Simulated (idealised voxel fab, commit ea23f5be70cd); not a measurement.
The process module presented herein is designated voxel capacitor over wiring.
cross-section cut | 165 nm wide | cells 5 nm
A cross-section is written here as square cells arranged in a grid, and it is given in bands from the top down, each band taking up one or more rows of cells. Quick guide to a band line: top height, bottom height (nm) up front; then every material left to right with its width in nm. Only one material and it's marked "full width"? Then it fills the band edge to edge. And "blank" just means empty space. Heads up on the height convention: 0 is the point under which the incoming wafer is all one material, and the lowest band has no bottom, it just keeps going down, like "0 down". A two-number width, for instance "30->40", indicates that the width is equal to the first number in the top row of the band and to the second number in the bottom row, and that it changes by a constant amount per row of cells. Step note "left unchanged" = no cross-section cell changed. Reported under the label "Enclosed internal voids" are the empty spaces having no open way to the top and comprising 8 cells or more; the notation for each is width x height at distance, in which the distance is measured from the left edge and all three values are in nm. The remark found on a step's line after its settings is issued by the simulator itself and pertains to that step. "overlay nm" denotes, for a step that has a mask, the displacement of the mask to the right of its planned place, with negative values corresponding to the left.

The steps planned for the process are as follows
1: RECEIVE (material Si)
2: CONFORMAL_DEP (material SiO2; thk nm 10)
3: DIRECTIONAL_DEP (material TiN; thk nm 5)
4: DIRECTIONAL_DEP (material W; thk nm 15)
5: MASKED_ETCH (tone cover; mask id METAL_1; width nm 25; pitch nm 75; etch materials W; depth nm 15; overlay nm 0)
6: MASKED_ETCH (tone cover; mask id METAL_1; width nm 25; pitch nm 75; etch materials TiN; depth nm 5; overlay nm 0)
7: FILL_DEP (material lowk; thk nm 5)
8: CMP (height nm 30)
9: CONFORMAL_DEP (material SiCN; thk nm 5)
10: DIRECTIONAL_DEP (material lowk; thk nm 20)
11: PATTERN (tone open; mask id PLUG_1; material resist; width nm 15; thk nm 15; overlay nm 0)
12: DIRECTIONAL_ETCH (etch materials lowk; depth nm 20)
13: DIRECTIONAL_ETCH (etch materials SiCN; depth nm 5)
14: STRIP (etch materials resist)
15: EPI (material Ru; thk nm 10)
16: EPI (material Ru; thk nm 10)
17: EPI (material Ru; thk nm 5)
18: DIRECTIONAL_DEP (material TiN; thk nm 5)
19: DIRECTIONAL_DEP (material HfO2; thk nm 5)
20: DIRECTIONAL_DEP (material TiN; thk nm 5)
21: PATTERN (tone cover; mask id UPPER_PLATE; material resist; width nm 55; thk nm 15; overlay nm 0)
22: DIRECTIONAL_ETCH (etch materials TiN; depth nm 5)
23: DIRECTIONAL_ETCH (etch materials HfO2; depth nm 5)
24: STRIP (etch materials resist)
25: PATTERN (tone cover; mask id LOWER_PLATE; material resist; width nm 65; thk nm 15; overlay nm 0)
26: DIRECTIONAL_ETCH (etch materials TiN; depth nm 5)
27: STRIP (etch materials resist)
28: FILL_DEP (material SiO2; thk nm 15)
29: CMP (height nm 80)
30: PATTERN (tone open; mask id PLUG_2; material resist; width nm 15; thk nm 15; overlay nm 0)
31: DIRECTIONAL_ETCH (etch materials SiO2; depth nm 10)
32: STRIP (etch materials resist)
33: CONFORMAL_DEP (material TiN; thk nm 5)
34: FILL_DEP (material Ru; thk nm 5)
35: CMP (height nm 80)
36: CONFORMAL_DEP (material SiCN; thk nm 5)

Cross-section of the wafer at receipt, which is the condition after step 1
  0 down  Si full width
  Enclosed internal voids: none

Cross-sectional result after module completion. Note: starting condition and plan are unchanged from above; one processing mistake was made
  85 to 80  SiCN full width
  80 to 75  50 SiO2; 5 TiN; 5 Ru; 5 TiN; 100 SiO2
  75 to 70  50 SiO2; 15 TiN; 100 SiO2
  70 to 65  SiO2 full width
  65 to 60  40 SiO2; 55 TiN; 70 SiO2
  60 to 55  40 SiO2; 55 HfO2; 70 SiO2
  55 to 35  40 lowk; 15 Ru; 110 lowk
  35 to 30  40 SiCN; 15 Ru; 110 SiCN
  30 to 15  30 lowk; 25 W; 50 lowk; 25 W; 35 lowk
  15 to 10  30 lowk; 25 TiN; 50 lowk; 25 TiN; 35 lowk
  10 to 0  SiO2 full width
  0 down  Si full width
  Enclosed internal voids: none
Processing error: the plan's step 18 went unexecuted, having been skipped
